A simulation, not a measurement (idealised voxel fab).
The process module presented herein is designated voxel ribs on slabs.
Each square cell in cross-section cut measures 5 nm, and the section as a whole is 290 nm wide.
Reading order for cross-sections: top band down to bottom band. Underlying form: a grid of square cells. Band size: one or more rows of cells.
What a band's entry tells you: where the top is and where the bottom is, as heights in nm, and after that what lies inside, material by material from left to right, each with its width in nm. Empty space is written as the word "empty", and a single material marked with the word "full width" occupies the band from edge to edge.
Convention: height 0 is the level below which the wafer, as received, is all one material. The lowest band does not terminate at the bottom but continues downward, represented as "z 0 and below".
It should be noted that a width expressed as "30 to 40" varies in equal increments from row to row of cells within the band, taking the value of the first number at the top row and that of the second number at the bottom row.
It should be understood that the words "remained unchanged", when stated for a given step, signify that the cross-section underwent no change in any of its cells during that step.
Listed in "Closed voids list": every empty space of 8 or more cells without an open way to the top. Form: width x height at distance, the distance being from the left edge, all in nm.
The remark found on a step's line after its settings is issued by the simulator itself and pertains to that step.
overlay nm: for a step with a mask, the amount by which the mask lay right of where it was planned; a negative amount means left of it.
-- Process steps foreseen in the plan
1. RECEIVE, material Si
2. DIRECTIONAL_DEP, material SiO2, thk nm 30
3. DIRECTIONAL_DEP, material SiN, thk nm 15
4. MASKED_ETCH, tone cover, mask id RIB, width nm 25, etch materials SiN, depth nm 10, overlay nm 0
5. MASKED_ETCH, tone cover, mask id SLAB, width nm 65, etch materials SiN, depth nm 5, overlay nm 0
6. FILL_DEP, material SiO2, thk nm 15
7. CMP, height nm 55
8. DIRECTIONAL_DEP, material TiN, thk nm 10
9. DIRECTIONAL_DEP, material aC, thk nm 10
10. PATTERN, tone cover, mask id HEATER, material resist, width nm 35, thk nm 25, overlay nm 0
11. DIRECTIONAL_ETCH, etch materials aC, depth nm 10
12. STRIP, etch materials resist
13. DIRECTIONAL_ETCH, etch materials TiN, depth nm 10
14. STRIP, etch materials aC
15. CONFORMAL_DEP, material SiO2, thk nm 5
-- Here's what the wafer looked like in cross-section when it arrived - that's after step 1
  z 0 and below  Si full width
  Closed voids list: none
-- Sectioned view, first of two wafers, at the close of the module, processed as intended in the plan
  z 70 to 65  120 of empty, 45 of SiO2, 125 of empty
  z 65 to 60  120 of empty, 5 of SiO2, 35 of TiN, 5 of SiO2, 125 of empty
  z 60 to 55  125 of SiO2, 35 of TiN, 130 of SiO2
  z 55 to 45  SiO2 full width
  z 45 to 35  130 of SiO2, 25 of SiN, 135 of SiO2
  z 35 to 30  110 of SiO2, 65 of SiN, 115 of SiO2
  z 30 to 0  SiO2 full width
  z 0 and below  Si full width
  Closed voids list: none
-- Cross-sectional view of the second of two wafers upon completion of the module. This wafer shared its starting condition and process plan with the first; one error was made during its execution
  z 60 to 55  120 of empty, 45 of SiO2, 125 of empty
  z 55 to 50  120 of empty, 5 of SiO2, 35 of TiN, 5 of SiO2, 125 of empty
  z 50 to 45  125 of SiO2, 35 of TiN, 130 of SiO2
  z 45 to 35  130 of SiO2, 25 of SiN, 135 of SiO2
  z 35 to 30  110 of SiO2, 65 of SiN, 115 of SiO2
  z 30 to 0  SiO2 full width
  z 0 and below  Si full width
  Closed voids list: none
Diagnosis: rather than as planned, step 7 actually ran as CMP, height nm 45
End check, counted in cells, second wafer has more or fewer of these materials than the first: SiO2: 116 fewer
